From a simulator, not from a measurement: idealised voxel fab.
process module | voxel transistor to metal
cross-section cut | 165 nm wide | cells 5 nm
A cross-section is a grid of square cells, given in bands from the top down. A band is one or more rows of cells.
Each band's line starts with the height of the band's top and of its bottom, in nm. Then come its materials from left to right, each with its width in nm. One material with "throughout" fills the band from edge to edge. "air" is empty space.
Height 0 is the level under which the wafer as received is all one material. The lowest band goes on downwards, as in "0 down".
A width such as "30 to 40" changes by the same amount from each row of cells to the next, from the band's top row to its bottom row.
"no change" after a step means that no cell of the cross-section changed.
closed voids: empty space of 8 cells or more with no open way to the top, each as width x height at its distance from the left edge, in nm
after a step's settings: what the simulator itself notes on the step
overlay nm, on a step with a mask: how far to the right of its planned place the mask lay; to the left if negative
plan
1 op RECEIVE | material Si
2 op CONFORMAL_DEP | material SiO2 | thk nm 5
3 op CONFORMAL_DEP | material SiN | thk nm 15
4 op DIRECTIONAL_DEP | material aC | thk nm 10
5 op PATTERN | tone cover | mask id ACTIVE | material resist | width nm 105 | thk nm 30 | overlay nm 0
6 op DIRECTIONAL_ETCH | etch materials aC | depth nm 10
7 op STRIP | etch materials resist
8 op DIRECTIONAL_ETCH | etch materials SiN | depth nm 15
9 op DIRECTIONAL_ETCH | etch materials SiO2 | depth nm 5
10 op DIRECTIONAL_ETCH | etch materials Si | depth nm 30
11 op STRIP | etch materials aC
12 op OXIDIZE | depth nm 5
13 op FILL_DEP | material SiO2 | thk nm 10
14 op CMP | height nm 20
15 op SELECTIVE_ETCH | etch materials SiO2 | depth nm 10
16 op STRIP | etch materials SiN
17 op SELECTIVE_ETCH | etch materials SiO2 | depth nm 5
18 op OXIDIZE | depth nm 5
19 op DIRECTIONAL_DEP | material polySi | thk nm 20
20 op DIRECTIONAL_DEP | material SiCN | thk nm 10
21 op PATTERN | tone cover | mask id GATE | material resist | width nm 35 | thk nm 20 | overlay nm 0
22 op DIRECTIONAL_ETCH | etch materials SiCN | depth nm 20
23 op DIRECTIONAL_ETCH | etch materials polySi | depth nm 30
24 op STRIP | etch materials resist
25 op CONFORMAL_DEP | material SiO2 | thk nm 5
26 op DIRECTIONAL_ETCH | etch materials SiO2 | depth nm 5
27 op CONFORMAL_DEP | material SiN | thk nm 10
28 op DIRECTIONAL_ETCH | etch materials SiN | depth nm 10
29 op DIRECTIONAL_ETCH | etch materials SiO2 | depth nm 5
30 op DIRECTIONAL_ETCH | etch materials Si | depth nm 5
31 op EPI | material pSi | thk nm 5
32 op FILL_DEP | material SiO2 | thk nm 10
33 op CMP | height nm 20
34 op STRIP | etch materials polySi
35 op SELECTIVE_ETCH | etch materials SiO2 | depth nm 5
36 op CONFORMAL_DEP | material HfO2 | thk nm 5
37 op CONFORMAL_DEP | material TiN | thk nm 5
38 op FILL_DEP | material W | thk nm 10
39 op CMP | height nm 15
40 op DIRECTIONAL_DEP | material SiO2 | thk nm 15
41 op DIRECTIONAL_DEP | material aC | thk nm 10
42 op PATTERN | tone open | mask id CONTACT | material resist | width nm 15 | pitch nm 80 | thk nm 30 | overlay nm 0
43 op DIRECTIONAL_ETCH | etch materials aC | depth nm 10
44 op STRIP | etch materials resist
45 op DIRECTIONAL_ETCH | etch materials SiO2 | depth nm 30
46 op STRIP | etch materials aC
47 op CONFORMAL_DEP | material TiN | thk nm 5
48 op FILL_DEP | material Ru | thk nm 5
49 op CMP | height nm 30
50 op DIRECTIONAL_DEP | material TiN | thk nm 5
51 op DIRECTIONAL_DEP | material Ru | thk nm 20
52 op MASKED_ETCH | tone cover | mask id METAL_1 | width nm 15 | pitch nm 80 | etch materials Ru | depth nm 20 | overlay nm 0
53 op MASKED_ETCH | tone cover | mask id METAL_1 | width nm 15 | pitch nm 80 | etch materials TiN | depth nm 5 | overlay nm 0
54 op CONFORMAL_DEP | material SiN | thk nm 5
55 op FILL_DEP | material lowk | thk nm 10
56 op CMP | height nm 55
57 op CONFORMAL_DEP | material SiCN | thk nm 5
58 op DIRECTIONAL_DEP | material SiO2 | thk nm 25
59 op DIRECTIONAL_DEP | material aC | thk nm 10
60 op PATTERN | tone open | mask id METAL_2 | material resist | width nm 15 | pitch nm 80 | thk nm 25 | overlay nm 0
61 op DIRECTIONAL_ETCH | etch materials aC | depth nm 10
62 op STRIP | etch materials resist
63 op DIRECTIONAL_ETCH | etch materials SiO2 | depth nm 15
64 op STRIP | etch materials aC
65 op MASKED_ETCH | tone open | mask id METAL_2_HOLES | width nm 15 | pitch nm 80 | etch materials SiO2 | depth nm 10 | overlay nm 0
66 op MASKED_ETCH | tone open | mask id METAL_2_HOLES | width nm 15 | pitch nm 80 | etch materials SiCN | depth nm 5 | overlay nm 0
67 op CONFORMAL_DEP | material TiN | thk nm 5
68 op FILL_DEP | material Cu | thk nm 10
69 op CMP | height nm 85
70 op CONFORMAL_DEP | material SiN | thk nm 5
first wafer, as planned
as received, after step 1
  0 down: Si throughout
  closed voids: none
after step 2
  5 to 0: SiO2 throughout
  below 0: unchanged
after step 3
  20 to 5: SiN throughout
  below 5: unchanged
after step 4
  30 to 20: aC throughout
  below 20: unchanged
after step 5
  60 to 30: air 30 | resist 105 | air 30
  below 30: unchanged
after step 6
  50 to 30: air 30 | resist 105 | air 30
  30 to 20: air 30 | aC 105 | air 30
  below 20: unchanged
after step 7
  30 to 20: air 30 | aC 105 | air 30
  below 20: unchanged
after step 8
  30 to 20: air 30 | aC 105 | air 30
  20 to 5: air 30 | SiN 105 | air 30
  below 5: unchanged
after step 9
  30 to 20: air 30 | aC 105 | air 30
  20 to 5: air 30 | SiN 105 | air 30
  5 to 0: air 30 | SiO2 105 | air 30
  below 0: unchanged
after step 10
  30 to 20: air 30 | aC 105 | air 30
  20 to 5: air 30 | SiN 105 | air 30
  5 to 0: air 30 | SiO2 105 | air 30
  0 to -30: air 30 | Si 105 | air 30
  below -30: unchanged
after step 11
  20 to 5: air 30 | SiN 105 | air 30
  below 5: unchanged
after step 12
  20 to 5: air 30 | SiN 105 | air 30
  5 to 0: air 30 | SiO2 105 | air 30
  0 to -30: air 30 | SiO2 5 | Si 95 | SiO2 5 | air 30
  -30 to -35: SiO2 35 | Si 95 | SiO2 35
  below -35: unchanged
after step 13
  30 to 20: SiO2 throughout
  20 to 5: SiO2 30 | SiN 105 | SiO2 30
  5 to 0: SiO2 throughout
  0 to -35: SiO2 35 | Si 95 | SiO2 35
  below -35: unchanged
after step 14
  20 to 5: SiO2 30 | SiN 105 | SiO2 30
  below 5: unchanged
after step 15
  20 to 10: air 30 | SiN 105 | air 30
  below 10: unchanged
after step 16
  10 to 5: SiO2 30 | air 105 | SiO2 30
  below 5: unchanged
after step 17
  5 to 0: SiO2 25 | air 115 | SiO2 25
  below 0: unchanged
after step 18
  5 to 0: SiO2 25 | air 115 | SiO2 25
  0 to -5: SiO2 throughout
  below -5: unchanged
after step 19
  25 to 20: polySi 25 | air 115 | polySi 25
  20 to 5: polySi throughout
  5 to 0: SiO2 25 | polySi 115 | SiO2 25
  below 0: unchanged
after step 20
  35 to 30: SiCN 25 | air 115 | SiCN 25
  30 to 25: SiCN throughout
  25 to 20: polySi 25 | SiCN 115 | polySi 25
  below 20: unchanged
after step 21
  55 to 35: air 65 | resist 35 | air 65
  35 to 30: SiCN 25 | air 40 | resist 35 | air 40 | SiCN 25
  below 30: unchanged
after step 22
  55 to 30: air 65 | resist 35 | air 65
  30 to 25: air 65 | SiCN 35 | air 65
  25 to 20: polySi 25 | air 40 | SiCN 35 | air 40 | polySi 25
  below 20: unchanged
after step 23
  55 to 30: air 65 | resist 35 | air 65
  30 to 20: air 65 | SiCN 35 | air 65
  20 to 5: air 65 | polySi 35 | air 65
  5 to 0: SiO2 25 | air 40 | polySi 35 | air 40 | SiO2 25
  below 0: unchanged
after step 24
  30 to 20: air 65 | SiCN 35 | air 65
  below 20: unchanged
after step 25
  35 to 30: air 60 | SiO2 45 | air 60
  30 to 20: air 60 | SiO2 5 | SiCN 35 | SiO2 5 | air 60
  20 to 10: air 60 | SiO2 5 | polySi 35 | SiO2 5 | air 60
  10 to 5: SiO2 30 | air 30 | SiO2 5 | polySi 35 | SiO2 5 | air 30 | SiO2 30
  5 to 0: SiO2 65 | polySi 35 | SiO2 65
  below 0: unchanged
after step 26
  30 to 20: air 60 | SiO2 5 | SiCN 35 | SiO2 5 | air 60
  20 to 5: air 60 | SiO2 5 | polySi 35 | SiO2 5 | air 60
  5 to 0: SiO2 30 | air 30 | SiO2 5 | polySi 35 | SiO2 5 | air 30 | SiO2 30
  below 0: unchanged
after step 27
  40 to 30: air 50 | SiN 65 | air 50
  30 to 20: air 50 | SiN 10 | SiO2 5 | SiCN 35 | SiO2 5 | SiN 10 | air 50
  20 to 15: air 50 | SiN 10 | SiO2 5 | polySi 35 | SiO2 5 | SiN 10 | air 50
  15 to 10: SiN 40 | air 10 | SiN 10 | SiO2 5 | polySi 35 | SiO2 5 | SiN 10 | air 10 | SiN 40
  10 to 5: SiN 60 | SiO2 5 | polySi 35 | SiO2 5 | SiN 60
  5 to 0: SiO2 30 | SiN 30 | SiO2 5 | polySi 35 | SiO2 5 | SiN 30 | SiO2 30
  below 0: unchanged
after step 28
  30 to 20: air 50 | SiN 10 | SiO2 5 | SiCN 35 | SiO2 5 | SiN 10 | air 50
  20 to 5: air 50 | SiN 10 | SiO2 5 | polySi 35 | SiO2 5 | SiN 10 | air 50
  5 to 0: SiO2 30 | SiN 10 | air 10 | SiN 10 | SiO2 5 | polySi 35 | SiO2 5 | SiN 10 | air 10 | SiN 10 | SiO2 30
  below 0: unchanged
after step 29
  30 to 25: air 50 | SiN 10 | air 5 | SiCN 35 | air 5 | SiN 10 | air 50
  25 to 20: air 50 | SiN 10 | SiO2 5 | SiCN 35 | SiO2 5 | SiN 10 | air 50
  20 to 5: air 50 | SiN 10 | SiO2 5 | polySi 35 | SiO2 5 | SiN 10 | air 50
  5 to 0: air 30 | SiN 10 | air 10 | SiN 10 | SiO2 5 | polySi 35 | SiO2 5 | SiN 10 | air 10 | SiN 10 | air 30
  0 to -5: SiO2 40 | air 10 | SiO2 65 | air 10 | SiO2 40
  below -5: unchanged
after step 30
  30 to 25: air 50 | SiN 10 | air 5 | SiCN 35 | air 5 | SiN 10 | air 50
  25 to 20: air 50 | SiN 10 | SiO2 5 | SiCN 35 | SiO2 5 | SiN 10 | air 50
  20 to 5: air 50 | SiN 10 | SiO2 5 | polySi 35 | SiO2 5 | SiN 10 | air 50
  5 to 0: air 30 | SiN 10 | air 10 | SiN 10 | SiO2 5 | polySi 35 | SiO2 5 | SiN 10 | air 10 | SiN 10 | air 30
  0 to -5: SiO2 40 | air 10 | SiO2 65 | air 10 | SiO2 40
  -5 to -10: SiO2 35 | Si 5 | air 10 | Si 65 | air 10 | Si 5 | SiO2 35
  below -10: unchanged
after step 31
  30 to 25: air 50 | SiN 10 | air 5 | SiCN 35 | air 5 | SiN 10 | air 50
  25 to 20: air 50 | SiN 10 | SiO2 5 | SiCN 35 | SiO2 5 | SiN 10 | air 50
  20 to 5: air 50 | SiN 10 | SiO2 5 | polySi 35 | SiO2 5 | SiN 10 | air 50
  5 to 0: air 30 | SiN 10 | air 10 | SiN 10 | SiO2 5 | polySi 35 | SiO2 5 | SiN 10 | air 10 | SiN 10 | air 30
  0 to -5: SiO2 40 | pSi 10 | SiO2 65 | pSi 10 | SiO2 40
  -5 to -10: SiO2 35 | Si 5 | pSi 10 | Si 65 | pSi 10 | Si 5 | SiO2 35
  below -10: unchanged
after step 32
  40 to 30: SiO2 throughout
  30 to 20: SiO2 50 | SiN 10 | SiO2 5 | SiCN 35 | SiO2 5 | SiN 10 | SiO2 50
  20 to 5: SiO2 50 | SiN 10 | SiO2 5 | polySi 35 | SiO2 5 | SiN 10 | SiO2 50
  5 to 0: SiO2 30 | SiN 10 | SiO2 10 | SiN 10 | SiO2 5 | polySi 35 | SiO2 5 | SiN 10 | SiO2 10 | SiN 10 | SiO2 30
  below 0: unchanged
after step 33
  20 to 5: SiO2 50 | SiN 10 | SiO2 5 | polySi 35 | SiO2 5 | SiN 10 | SiO2 50
  below 5: unchanged
after step 34
  20 to 5: SiO2 50 | SiN 10 | SiO2 5 | air 35 | SiO2 5 | SiN 10 | SiO2 50
  5 to 0: SiO2 30 | SiN 10 | SiO2 10 | SiN 10 | SiO2 5 | air 35 | SiO2 5 | SiN 10 | SiO2 10 | SiN 10 | SiO2 30
  below 0: unchanged
after step 35
  20 to 15: air 50 | SiN 10 | air 45 | SiN 10 | air 50
  15 to 5: SiO2 50 | SiN 10 | air 45 | SiN 10 | SiO2 50
  5 to 0: SiO2 30 | SiN 10 | SiO2 10 | SiN 10 | air 45 | SiN 10 | SiO2 10 | SiN 10 | SiO2 30
  0 to -5: SiO2 40 | pSi 10 | SiO2 10 | air 45 | SiO2 10 | pSi 10 | SiO2 40
  below -5: unchanged
after step 36
  25 to 20: air 45 | HfO2 20 | air 35 | HfO2 20 | air 45
  20 to 15: HfO2 50 | SiN 10 | HfO2 5 | air 35 | HfO2 5 | SiN 10 | HfO2 50
  15 to 5: SiO2 50 | SiN 10 | HfO2 5 | air 35 | HfO2 5 | SiN 10 | SiO2 50
  5 to 0: SiO2 30 | SiN 10 | SiO2 10 | SiN 10 | HfO2 5 | air 35 | HfO2 5 | SiN 10 | SiO2 10 | SiN 10 | SiO2 30
  0 to -5: SiO2 40 | pSi 10 | SiO2 10 | HfO2 45 | SiO2 10 | pSi 10 | SiO2 40
  below -5: unchanged
after step 37
  30 to 25: air 40 | TiN 30 | air 25 | TiN 30 | air 40
  25 to 20: TiN 45 | HfO2 20 | TiN 5 | air 25 | TiN 5 | HfO2 20 | TiN 45
  20 to 15: HfO2 50 | SiN 10 | HfO2 5 | TiN 5 | air 25 | TiN 5 | HfO2 5 | SiN 10 | HfO2 50
  15 to 5: SiO2 50 | SiN 10 | HfO2 5 | TiN 5 | air 25 | TiN 5 | HfO2 5 | SiN 10 | SiO2 50
  5 to 0: SiO2 30 | SiN 10 | SiO2 10 | SiN 10 | HfO2 5 | TiN 35 | HfO2 5 | SiN 10 | SiO2 10 | SiN 10 | SiO2 30
  below 0: unchanged
after step 38
  40 to 30: W throughout
  30 to 25: W 40 | TiN 30 | W 25 | TiN 30 | W 40
  25 to 20: TiN 45 | HfO2 20 | TiN 5 | W 25 | TiN 5 | HfO2 20 | TiN 45
  20 to 15: HfO2 50 | SiN 10 | HfO2 5 | TiN 5 | W 25 | TiN 5 | HfO2 5 | SiN 10 | HfO2 50
  15 to 5: SiO2 50 | SiN 10 | HfO2 5 | TiN 5 | W 25 | TiN 5 | HfO2 5 | SiN 10 | SiO2 50
  below 5: unchanged
after step 39
  15 to 5: SiO2 50 | SiN 10 | HfO2 5 | TiN 5 | W 25 | TiN 5 | HfO2 5 | SiN 10 | SiO2 50
  below 5: unchanged
after step 40
  30 to 15: SiO2 throughout
  below 15: unchanged
after step 41
  40 to 30: aC throughout
  below 30: unchanged
after step 42
  70 to 40: resist 35 | air 15 | resist 65 | air 15 | resist 35
  below 40: unchanged
after step 43
  60 to 40: resist 35 | air 15 | resist 65 | air 15 | resist 35
  40 to 30: aC 35 | air 15 | aC 65 | air 15 | aC 35
  below 30: unchanged
after step 44
  40 to 30: aC 35 | air 15 | aC 65 | air 15 | aC 35
  below 30: unchanged
after step 45
  40 to 30: aC 35 | air 15 | aC 65 | air 15 | aC 35
  30 to 15: SiO2 35 | air 15 | SiO2 65 | air 15 | SiO2 35
  15 to 5: SiO2 35 | air 15 | SiN 10 | HfO2 5 | TiN 5 | W 25 | TiN 5 | HfO2 5 | SiN 10 | air 15 | SiO2 35
  5 to 0: SiO2 30 | SiN 10 | air 10 | SiN 10 | HfO2 5 | TiN 35 | HfO2 5 | SiN 10 | air 10 | SiN 10 | SiO2 30
  below 0: unchanged
after step 46
  30 to 15: SiO2 35 | air 15 | SiO2 65 | air 15 | SiO2 35
  below 15: unchanged
after step 47
  35 to 30: TiN 40 | air 5 | TiN 75 | air 5 | TiN 40
  30 to 15: SiO2 35 | TiN 5 | air 5 | TiN 5 | SiO2 65 | TiN 5 | air 5 | TiN 5 | SiO2 35
  15 to 10: SiO2 35 | TiN 5 | air 5 | TiN 5 | SiN 10 | HfO2 5 | TiN 5 | W 25 | TiN 5 | HfO2 5 | SiN 10 | TiN 5 | air 5 | TiN 5 | SiO2 35
  10 to 5: SiO2 35 | TiN 15 | SiN 10 | HfO2 5 | TiN 5 | W 25 | TiN 5 | HfO2 5 | SiN 10 | TiN 15 | SiO2 35
  5 to 0: SiO2 30 | SiN 10 | TiN 10 | SiN 10 | HfO2 5 | TiN 35 | HfO2 5 | SiN 10 | TiN 10 | SiN 10 | SiO2 30
  below 0: unchanged
after step 48
  40 to 35: Ru throughout
  35 to 30: TiN 40 | Ru 5 | TiN 75 | Ru 5 | TiN 40
  30 to 15: SiO2 35 | TiN 5 | Ru 5 | TiN 5 | SiO2 65 | TiN 5 | Ru 5 | TiN 5 | SiO2 35
  15 to 10: SiO2 35 | TiN 5 | Ru 5 | TiN 5 | SiN 10 | HfO2 5 | TiN 5 | W 25 | TiN 5 | HfO2 5 | SiN 10 | TiN 5 | Ru 5 | TiN 5 | SiO2 35
  below 10: unchanged
after step 49
  30 to 15: SiO2 35 | TiN 5 | Ru 5 | TiN 5 | SiO2 65 | TiN 5 | Ru 5 | TiN 5 | SiO2 35
  below 15: unchanged
after step 50
  35 to 30: TiN throughout
  below 30: unchanged
after step 51
  55 to 35: Ru throughout
  below 35: unchanged
after step 52
  55 to 35: air 35 | Ru 15 | air 65 | Ru 15 | air 35
  below 35: unchanged
after step 53
  55 to 35: air 35 | Ru 15 | air 65 | Ru 15 | air 35
  35 to 30: air 35 | TiN 15 | air 65 | TiN 15 | air 35
  below 30: unchanged
after step 54
  60 to 55: air 30 | SiN 25 | air 55 | SiN 25 | air 30
  55 to 35: air 30 | SiN 5 | Ru 15 | SiN 5 | air 55 | SiN 5 | Ru 15 | SiN 5 | air 30
  35 to 30: SiN 35 | TiN 15 | SiN 65 | TiN 15 | SiN 35
  below 30: unchanged
after step 55
  70 to 60: lowk throughout
  60 to 55: lowk 30 | SiN 25 | lowk 55 | SiN 25 | lowk 30
  55 to 35: lowk 30 | SiN 5 | Ru 15 | SiN 5 | lowk 55 | SiN 5 | Ru 15 | SiN 5 | lowk 30
  below 35: unchanged
after step 56
  55 to 35: lowk 30 | SiN 5 | Ru 15 | SiN 5 | lowk 55 | SiN 5 | Ru 15 | SiN 5 | lowk 30
  below 35: unchanged
after step 57
  60 to 55: SiCN throughout
  below 55: unchanged
after step 58
  85 to 60: SiO2 throughout
  below 60: unchanged
after step 59
  95 to 85: aC throughout
  below 85: unchanged
after step 60
  120 to 95: resist 35 | air 15 | resist 65 | air 15 | resist 35
  below 95: unchanged
after step 61
  110 to 95: resist 35 | air 15 | resist 65 | air 15 | resist 35
  95 to 85: aC 35 | air 15 | aC 65 | air 15 | aC 35
  below 85: unchanged
after step 62
  95 to 85: aC 35 | air 15 | aC 65 | air 15 | aC 35
  below 85: unchanged
after step 63
  95 to 85: aC 35 | air 15 | aC 65 | air 15 | aC 35
  85 to 70: SiO2 35 | air 15 | SiO2 65 | air 15 | SiO2 35
  below 70: unchanged
after step 64
  85 to 70: SiO2 35 | air 15 | SiO2 65 | air 15 | SiO2 35
  below 70: unchanged
after step 65
  85 to 60: SiO2 35 | air 15 | SiO2 65 | air 15 | SiO2 35
  below 60: unchanged
after step 66
  85 to 60: SiO2 35 | air 15 | SiO2 65 | air 15 | SiO2 35
  60 to 55: SiCN 35 | air 15 | SiCN 65 | air 15 | SiCN 35
  below 55: unchanged
after step 67
  90 to 85: TiN 40 | air 5 | TiN 75 | air 5 | TiN 40
  85 to 60: SiO2 35 | TiN 5 | air 5 | TiN 5 | SiO2 65 | TiN 5 | air 5 | TiN 5 | SiO2 35
  60 to 55: SiCN 35 | TiN 15 | SiCN 65 | TiN 15 | SiCN 35
  below 55: unchanged
after step 68
  100 to 90: Cu throughout
  90 to 85: TiN 40 | Cu 5 | TiN 75 | Cu 5 | TiN 40
  85 to 60: SiO2 35 | TiN 5 | Cu 5 | TiN 5 | SiO2 65 | TiN 5 | Cu 5 | TiN 5 | SiO2 35
  below 60: unchanged
after step 69
  85 to 60: SiO2 35 | TiN 5 | Cu 5 | TiN 5 | SiO2 65 | TiN 5 | Cu 5 | TiN 5 | SiO2 35
  below 60: unchanged
after step 70
  90 to 85: SiN throughout
  below 85: unchanged
second wafer: like start, like plan, one mistake. Through step 51 it matches the first wafer
when step 52 should have ended
  55 to 35: air 30 | Ru 15 | air 65 | Ru 15 | air 40
  below 35: unchanged
when step 53 should have ended
  55 to 35: air 30 | Ru 15 | air 65 | Ru 15 | air 40
  35 to 30: air 30 | TiN 20 | air 60 | TiN 20 | air 35
  below 30: unchanged
when step 54 should have ended
  60 to 55: air 25 | SiN 25 | air 55 | SiN 25 | air 35
  55 to 40: air 25 | SiN 5 | Ru 15 | SiN 5 | air 55 | SiN 5 | Ru 15 | SiN 5 | air 35
  40 to 35: air 25 | SiN 5 | Ru 15 | SiN 10 | air 50 | SiN 5 | Ru 15 | SiN 10 | air 30
  35 to 30: SiN 30 | TiN 20 | SiN 60 | TiN 20 | SiN 35
  below 30: unchanged
when step 55 should have ended
  70 to 60: lowk throughout
  60 to 55: lowk 25 | SiN 25 | lowk 55 | SiN 25 | lowk 35
  55 to 40: lowk 25 | SiN 5 | Ru 15 | SiN 5 | lowk 55 | SiN 5 | Ru 15 | SiN 5 | lowk 35
  40 to 35: lowk 25 | SiN 5 | Ru 15 | SiN 10 | lowk 50 | SiN 5 | Ru 15 | SiN 10 | lowk 30
  below 35: unchanged
when step 56 should have ended
  55 to 40: lowk 25 | SiN 5 | Ru 15 | SiN 5 | lowk 55 | SiN 5 | Ru 15 | SiN 5 | lowk 35
  below 40: unchanged
when step 57 should have ended
  60 to 55: SiCN throughout
  below 55: unchanged
when step 58 should have ended
  85 to 60: SiO2 throughout
  below 60: unchanged
when step 59 should have ended
  95 to 85: aC throughout
  below 85: unchanged
when step 60 should have ended
  120 to 95: resist 35 | air 15 | resist 65 | air 15 | resist 35
  below 95: unchanged
when step 61 should have ended
  110 to 95: resist 35 | air 15 | resist 65 | air 15 | resist 35
  95 to 85: aC 35 | air 15 | aC 65 | air 15 | aC 35
  below 85: unchanged
when step 62 should have ended
  95 to 85: aC 35 | air 15 | aC 65 | air 15 | aC 35
  below 85: unchanged
when step 63 should have ended
  95 to 85: aC 35 | air 15 | aC 65 | air 15 | aC 35
  85 to 70: SiO2 35 | air 15 | SiO2 65 | air 15 | SiO2 35
  below 70: unchanged
when step 64 should have ended
  85 to 70: SiO2 35 | air 15 | SiO2 65 | air 15 | SiO2 35
  below 70: unchanged
when step 65 should have ended
  85 to 60: SiO2 35 | air 15 | SiO2 65 | air 15 | SiO2 35
  below 60: unchanged
when step 66 should have ended
  85 to 60: SiO2 35 | air 15 | SiO2 65 | air 15 | SiO2 35
  60 to 55: SiCN 35 | air 15 | SiCN 65 | air 15 | SiCN 35
  below 55: unchanged
when step 67 should have ended
  90 to 85: TiN 40 | air 5 | TiN 75 | air 5 | TiN 40
  85 to 60: SiO2 35 | TiN 5 | air 5 | TiN 5 | SiO2 65 | TiN 5 | air 5 | TiN 5 | SiO2 35
  60 to 55: SiCN 35 | TiN 15 | SiCN 65 | TiN 15 | SiCN 35
  below 55: unchanged
when step 68 should have ended
  100 to 90: Cu throughout
  90 to 85: TiN 40 | Cu 5 | TiN 75 | Cu 5 | TiN 40
  85 to 60: SiO2 35 | TiN 5 | Cu 5 | TiN 5 | SiO2 65 | TiN 5 | Cu 5 | TiN 5 | SiO2 35
  below 60: unchanged
when step 69 should have ended
  85 to 60: SiO2 35 | TiN 5 | Cu 5 | TiN 5 | SiO2 65 | TiN 5 | Cu 5 | TiN 5 | SiO2 35
  below 60: unchanged
when step 70 should have ended
  90 to 85: SiN throughout
  below 85: unchanged
what went wrong: step 52 ran as: op MASKED_ETCH | tone cover | mask id METAL_1 | width nm 15 | pitch nm 80 | etch materials Ru | depth nm 20 | overlay nm -5
at the end the second wafer has, in cells: 2 more of TiN | 2 fewer of lowk
